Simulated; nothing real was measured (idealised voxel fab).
process module | voxel quadruple lines
cross-section cut | 165 nm wide | cells 5 nm
A cross-section is a grid of square cells, given in bands from the top down. A band is one or more rows of cells.
Each band's line starts with the height of the band's top and of its bottom, in nm. Then come its materials from left to right, each with its width in nm. One material with "throughout" fills the band from edge to edge. "air" is empty space.
Height 0 is the level under which the wafer as received is all one material. The lowest band goes on downwards, as in "0 down".
A width such as "30 to 40" changes by the same amount from each row of cells to the next, from the band's top row to its bottom row.
"no change" after a step means that no cell of the cross-section changed.
closed voids: empty space of 8 cells or more with no open way to the top, each as width x height at its distance from the left edge, in nm
after a step's settings: what the simulator itself notes on the step
overlay nm, on a step with a mask: how far to the right of its planned place the mask lay; to the left if negative
plan
1 op RECEIVE | material Si
2 op CONFORMAL_DEP | material SiO2 | thk nm 10
3 op DIRECTIONAL_DEP | material Ru | thk nm 10
4 op DIRECTIONAL_DEP | material polySi | thk nm 20
5 op DIRECTIONAL_DEP | material aC | thk nm 25
6 op PATTERN | tone cover | mask id MANDREL | material resist | width nm 25 | thk nm 35 | overlay nm 0
7 op DIRECTIONAL_ETCH | etch materials aC | depth nm 25
8 op STRIP | etch materials resist
9 op CONFORMAL_DEP | material SiO2 | thk nm 15
10 op DIRECTIONAL_ETCH | etch materials SiO2 | depth nm 15
11 op STRIP | etch materials aC
12 op DIRECTIONAL_ETCH | etch materials polySi | depth nm 20
13 op STRIP | etch materials SiO2
14 op CONFORMAL_DEP | material SiN | thk nm 5
15 op DIRECTIONAL_ETCH | etch materials SiN | depth nm 5
16 op STRIP | etch materials polySi
17 op DIRECTIONAL_ETCH | etch materials Ru | depth nm 10
18 op STRIP | etch materials SiN
19 op FILL_DEP | material lowk | thk nm 10
20 op CMP | height nm 20
as received, after step 1
  0 down: Si throughout
  closed voids: none
a wafer at the end: this start, this plan, one mistake
  20 to 10: lowk 50 | Ru 5 | lowk 15 | Ru 5 | lowk 15 | Ru 5 | lowk 15 | Ru 5 | lowk 50
  10 to 0: lowk throughout
  0 down: Si throughout
  closed voids: none
what went wrong: step 2 ran as: op CONFORMAL_DEP | material lowk | thk nm 10
